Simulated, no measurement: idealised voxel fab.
The process module that follows is named voxel transistor to metal.
Square cells of 5 nm make up the cross-section cut, whose width is 205 nm.
This document writes a cross-section as a grid whose cells are square, and gives it as bands, listed from the top down; one or more rows of cells form a band. It is stipulated that each band's entry specify, in nanometres, the height of the top of the band and then that of its bottom, followed by the materials of the band in left-to-right sequence, each together with its width in nanometres. A single material marked by the word "everywhere" is understood to fill the band from edge to edge; the word "blank" is understood to denote empty space. Height reference: 0 = level under which incoming wafer is all one material. Lowest band: no bottom, runs on downward, e.g. "0 nm and below". Graded width ("30..40"): value in top row of band = first number; value in bottom row = second number; row-to-row change constant. What does "no modification" mean for a step? It means no cell of the cross-section changed in that step. If an empty space has no open way to the top and is at least 8 cells in size, "Enclosed void inventory" lists it, written width x height at distance, where distance is measured from the left edge and every value is in nm. That trailing text on a step's line, after the settings, is the simulator's own remark on the step. overlay nm: mask offset rightward from planned place, masked step; negative means leftward offset.
Process steps (planned):
1: RECEIVE (material Si)
2: CONFORMAL_DEP (material SiO2; thk nm 5)
3: CONFORMAL_DEP (material SiN; thk nm 15)
4: DIRECTIONAL_DEP (material aC; thk nm 15)
5: PATTERN (tone cover; mask id ACTIVE; material resist; width nm 115; thk nm 35; overlay nm 0)
6: DIRECTIONAL_ETCH (etch materials aC; depth nm 15)
7: STRIP (etch materials resist)
8: DIRECTIONAL_ETCH (etch materials SiN; depth nm 15)
9: DIRECTIONAL_ETCH (etch materials SiO2; depth nm 5)
10: DIRECTIONAL_ETCH (etch materials Si; depth nm 30)
11: STRIP (etch materials aC)
12: OXIDIZE (depth nm 5)
13: FILL_DEP (material SiO2; thk nm 5)
14: CMP (height nm 20)
15: SELECTIVE_ETCH (etch materials SiO2; depth nm 15)
16: STRIP (etch materials SiN)
17: SELECTIVE_ETCH (etch materials SiO2; depth nm 5)
18: OXIDIZE (depth nm 5)
19: DIRECTIONAL_DEP (material polySi; thk nm 20)
20: DIRECTIONAL_DEP (material SiCN; thk nm 15)
21: PATTERN (tone cover; mask id GATE; material resist; width nm 25; thk nm 20; overlay nm 0)
22: DIRECTIONAL_ETCH (etch materials SiCN; depth nm 25)
23: DIRECTIONAL_ETCH (etch materials polySi; depth nm 30)
24: STRIP (etch materials resist)
25: CONFORMAL_DEP (material SiO2; thk nm 5)
26: DIRECTIONAL_ETCH (etch materials SiO2; depth nm 5)
27: CONFORMAL_DEP (material SiN; thk nm 5)
28: DIRECTIONAL_ETCH (etch materials SiN; depth nm 5)
29: DIRECTIONAL_ETCH (etch materials SiO2; depth nm 5)
30: DIRECTIONAL_ETCH (etch materials Si; depth nm 10)
31: EPI (material pSi; thk nm 15)
32: FILL_DEP (material SiO2; thk nm 5)
33: CMP (height nm 35)
34: DIRECTIONAL_DEP (material SiO2; thk nm 15)
35: PATTERN (tone open; mask id CONTACT; material resist; width nm 20; pitch nm 75; thk nm 20; overlay nm 0)
36: DIRECTIONAL_ETCH (etch materials SiO2; depth nm 50)
37: STRIP (etch materials resist)
38: CONFORMAL_DEP (material TiN; thk nm 5)
39: FILL_DEP (material Ru; thk nm 5)
40: CMP (height nm 50)
41: CONFORMAL_DEP (material SiN; thk nm 5)
42: DIRECTIONAL_DEP (material lowk; thk nm 15)
43: PATTERN (tone open; mask id METAL_1; material resist; width nm 20; pitch nm 75; thk nm 15; overlay nm 0)
44: DIRECTIONAL_ETCH (etch materials lowk; depth nm 15)
45: DIRECTIONAL_ETCH (etch materials SiN; depth nm 5)
46: STRIP (etch materials resist)
47: CONFORMAL_DEP (material TiN; thk nm 5)
48: FILL_DEP (material W; thk nm 5)
49: CMP (height nm 70)
50: CONFORMAL_DEP (material SiN; thk nm 5)
Step 1 complete: cross-section of the wafer as received:
* 0 nm and below | Si everywhere
* Enclosed void inventory: none
The first of two wafers, cross-sectioned at the end of the module, with the run proceeding as planned:
* 75 nm to 70 nm | SiN everywhere
* 70 nm to 55 nm | 55 of lowk  5 of TiN  10 of W  5 of TiN  55 of lowk  5 of TiN  10 of W  5 of TiN  55 of lowk
* 55 nm to 50 nm | 55 of SiN  20 of TiN  55 of SiN  20 of TiN  55 of SiN
* 50 nm to 35 nm | 55 of SiO2  5 of TiN  10 of Ru  5 of TiN  55 of SiO2  5 of TiN  10 of Ru  5 of TiN  55 of SiO2
* 35 nm to 20 nm | 55 of SiO2  5 of TiN  10 of Ru  5 of TiN  5 of SiO2  5 of SiN  5 of SiO2  25 of SiCN  5 of SiO2  5 of SiN  5 of SiO2  5 of TiN  10 of Ru  5 of TiN  55 of SiO2
* 20 nm to 15 nm | 55 of SiO2  5 of TiN  10 of Ru  5 of TiN  5 of SiO2  5 of SiN  5 of SiO2  25 of polySi  5 of SiO2  5 of SiN  5 of SiO2  5 of TiN  10 of Ru  5 of TiN  55 of SiO2
* 15 nm to 10 nm | 55 of SiO2  20 of TiN  5 of SiO2  5 of SiN  5 of SiO2  25 of polySi  5 of SiO2  5 of SiN  5 of SiO2  20 of TiN  55 of SiO2
* 10 nm to 0 nm | 55 of SiO2  10 of TiN  15 of pSi  5 of SiN  5 of SiO2  25 of polySi  5 of SiO2  5 of SiN  15 of pSi  10 of TiN  55 of SiO2
* 0 nm to -5 nm | 45 of SiO2  35 of pSi  45 of SiO2  35 of pSi  45 of SiO2
* -5 nm to -15 nm | 50 of SiO2  30 of pSi  45 of Si  30 of pSi  50 of SiO2
* -15 nm to -35 nm | 50 of SiO2  105 of Si  50 of SiO2
* -35 nm and below | Si everywhere
* Enclosed void inventory: none
Cross-section, wafer two of two, end of module: same start and plan as wafer one, one error in execution:
* 75 nm to 70 nm | SiN everywhere
* 70 nm to 55 nm | 55 of lowk  5 of TiN  10 of W  5 of TiN  55 of lowk  5 of TiN  10 of W  5 of TiN  55 of lowk
* 55 nm to 50 nm | 55 of SiN  20 of TiN  55 of SiN  20 of TiN  55 of SiN
* 50 nm to 35 nm | 55 of SiO2  5 of TiN  10 of Ru  5 of TiN  55 of SiO2  5 of TiN  10 of Ru  5 of TiN  55 of SiO2
* 35 nm to 20 nm | 55 of SiO2  5 of TiN  10 of Ru  5 of TiN  5 of SiO2  5 of SiN  5 of SiO2  25 of SiCN  5 of SiO2  5 of SiN  5 of SiO2  5 of TiN  10 of Ru  5 of TiN  55 of SiO2
* 20 nm to 5 nm | 55 of SiO2  5 of TiN  10 of Ru  5 of TiN  5 of SiO2  5 of SiN  5 of SiO2  25 of polySi  5 of SiO2  5 of SiN  5 of SiO2  5 of TiN  10 of Ru  5 of TiN  55 of SiO2
* 5 nm to 0 nm | 55 of SiO2  20 of TiN  5 of SiO2  5 of SiN  5 of SiO2  25 of polySi  5 of SiO2  5 of SiN  5 of SiO2  20 of TiN  55 of SiO2
* 0 nm to -5 nm | 45 of pSi  115 of SiO2  45 of pSi
* -5 nm to -15 nm | 40 of pSi  125 of SiO2  40 of pSi
* -15 nm to -35 nm | 40 of Si  125 of SiO2  40 of Si
* -35 nm and below | Si everywhere
* Enclosed void inventory: none
Against the plan, the run slipped here: step 5 off recipe, ran as PATTERN (tone open; mask id ACTIVE; material resist; width nm 115; thk nm 35; overlay nm 0)
Counted in cells at the end, the second wafer holds more or fewer of these materials than the first: Ru +8; Si -38; SiO2 +30
